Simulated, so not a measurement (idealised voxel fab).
process module | voxel trench capacitor
cross-section cut | 235 nm wide | cells 5 nm
A cross-section is a grid of square cells, given in bands from the top down. A band is one or more rows of cells.
Each band's line starts with the height of the band's top and of its bottom, in nm. Then come its materials from left to right, each with its width in nm. One material with "throughout" fills the band from edge to edge. "air" is empty space.
Height 0 is the level under which the wafer as received is all one material. The lowest band goes on downwards, as in "0 down".
A width such as "30 to 40" changes by the same amount from each row of cells to the next, from the band's top row to its bottom row.
"no change" after a step means that no cell of the cross-section changed.
closed voids: empty space of 8 cells or more with no open way to the top, each as width x height at its distance from the left edge, in nm
after a step's settings: what the simulator itself notes on the step
overlay nm, on a step with a mask: how far to the right of its planned place the mask lay; to the left if negative
plan
1 op RECEIVE | material Si
2 op CONFORMAL_DEP | material SiN | thk nm 10
3 op MASKED_ETCH | tone open | mask id TRENCH | width nm 15 | pitch nm 45 | etch materials SiN | depth nm 10 | overlay nm 0
4 op MASKED_ETCH | tone open | mask id TRENCH | width nm 15 | pitch nm 45 | etch materials Si | depth nm 25 | overlay nm 0
5 op CONFORMAL_DEP | material SiO2 | thk nm 5
6 op FILL_DEP | material polySi | thk nm 5
7 op CMP | height nm 10
as received, after step 1
  0 down: Si throughout
  closed voids: none
first wafer at the end, as planned
  10 to 0: SiN 85 | SiO2 5 | polySi 5 | SiO2 5 | SiN 30 | SiO2 5 | polySi 5 | SiO2 5 | SiN 90
  0 to -20: Si 85 | SiO2 5 | polySi 5 | SiO2 5 | Si 30 | SiO2 5 | polySi 5 | SiO2 5 | Si 90
  -20 to -25: Si 85 | SiO2 15 | Si 30 | SiO2 15 | Si 90
  -25 down: Si throughout
  closed voids: none
second wafer at the end: like start, like plan, one mistake
  10 to 5: polySi 80 | SiO2 5 | SiN 15 | SiO2 5 | polySi 20 | SiO2 5 | SiN 15 | SiO2 5 | polySi 85
  5 to 0: SiO2 85 | SiN 15 | SiO2 30 | SiN 15 | SiO2 90
  0 down: Si throughout
  closed voids: none
what went wrong: step 3 ran as: op MASKED_ETCH | tone cover | mask id TRENCH | width nm 15 | pitch nm 45 | etch materials SiN | depth nm 10 | overlay nm 0
at the end the second wafer has, in cells: 30 more of Si | 70 fewer of SiN | 15 more of SiO2 | 25 more of polySi
